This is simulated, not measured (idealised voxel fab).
Name of the process module below: voxel self aligned contacts
FYI the section here is cut, 180 nm wide, cells are 5 nm squares.
Reading order for cross-sections: top band down to bottom band. Underlying form: a grid of square cells. Band size: one or more rows of cells.
What a band's entry tells you: where the top is and where the bottom is, as heights in nm, and after that what lies inside, material by material from left to right, each with its width in nm. Empty space is written as the word "empty", and a single material marked with the word "throughout" occupies the band from edge to edge.
Beneath 0, the wafer as received is one material, and that level is where height counting begins. The lowest band goes on downward without a bottom; it is written like "0..down".
So if you see something like "30 to 40" for the width, read it as the top row of the band sitting at the first number and the bottom row at the second, with every row in between moving by the same amount as the last.
Where the words "no modification" appear for a step, the cross-section shows no cell changed by that step; every cell remained as before.
"Sealed-off cavities" lists enclosed empty spaces (at least 8 cells, no open path upward to the top), each as width x height at distance from the left edge, in nm.
Text after the settings on a step's line: the simulator's own remark on that step.
overlay nm: step with mask; distance mask lay right of planned place; negative value = left of planned place.

-- Intended process steps
| 1 | op RECEIVE | material Si |
| 2 | op CONFORMAL_DEP | material SiO2 | thk nm 5 |
| 3 | op DIRECTIONAL_DEP | material polySi | thk nm 20 |
| 4 | op DIRECTIONAL_DEP | material SiN | thk nm 15 |
| 5 | op PATTERN | tone cover | mask id GATE | material resist | width nm 30 | pitch nm 60 | thk nm 20 | overlay nm 0 |
| 6 | op DIRECTIONAL_ETCH | etch materials SiN | depth nm 15 |
| 7 | op DIRECTIONAL_ETCH | etch materials polySi | depth nm 20 |
| 8 | op STRIP | etch materials resist |
| 9 | op CONFORMAL_DEP | material SiN | thk nm 5 |
| 10 | op DIRECTIONAL_ETCH | etch materials SiN | depth nm 5 |
| 11 | op FILL_DEP | material SiO2 | thk nm 15 |
| 12 | op CMP | height nm 50 |
| 13 | op PATTERN | tone open | mask id CONTACT | material resist | width nm 40 | thk nm 15 | overlay nm 0 |
| 14 | op DIRECTIONAL_ETCH | etch materials SiO2 | depth nm 50 |
| 15 | op STRIP | etch materials resist |
| 16 | op CONFORMAL_DEP | material TiN | thk nm 5 |
| 17 | op FILL_DEP | material Ru | thk nm 10 |
| 18 | op CMP | height nm 50 |
| 19 | op CONFORMAL_DEP | material SiN | thk nm 5 |

-- Cross-section: wafer on arrival = after step 1
> 0..down: Si throughout
> Sealed-off cavities: none

-- Final cross-section, module run with one mistake (start and plan as above)
> 55..50: SiN throughout
> 50..40: 80 nm SiO2 | 5 nm TiN | 30 to 10 nm Ru | 5 to 25 nm TiN | 60 nm SiO2
> 40..25: 40 nm SiO2 | 40 nm SiN | 5 nm TiN | 10 nm Ru | 5 nm TiN | 40 nm SiN | 40 nm SiO2
> 25..5: 40 nm SiO2 | 5 nm SiN | 30 nm polySi | 5 nm SiN | 5 nm TiN | 10 nm Ru | 5 nm TiN | 5 nm SiN | 30 nm polySi | 5 nm SiN | 40 nm SiO2
> 5..0: 80 nm SiO2 | 20 nm TiN | 80 nm SiO2
> 0..down: Si throughout
> Sealed-off cavities: none
So what did we get wrong on this run? step 13 changed vs plan, executed as op PATTERN | tone open | mask id CONTACT | material resist | width nm 40 | thk nm 15 | overlay nm 10
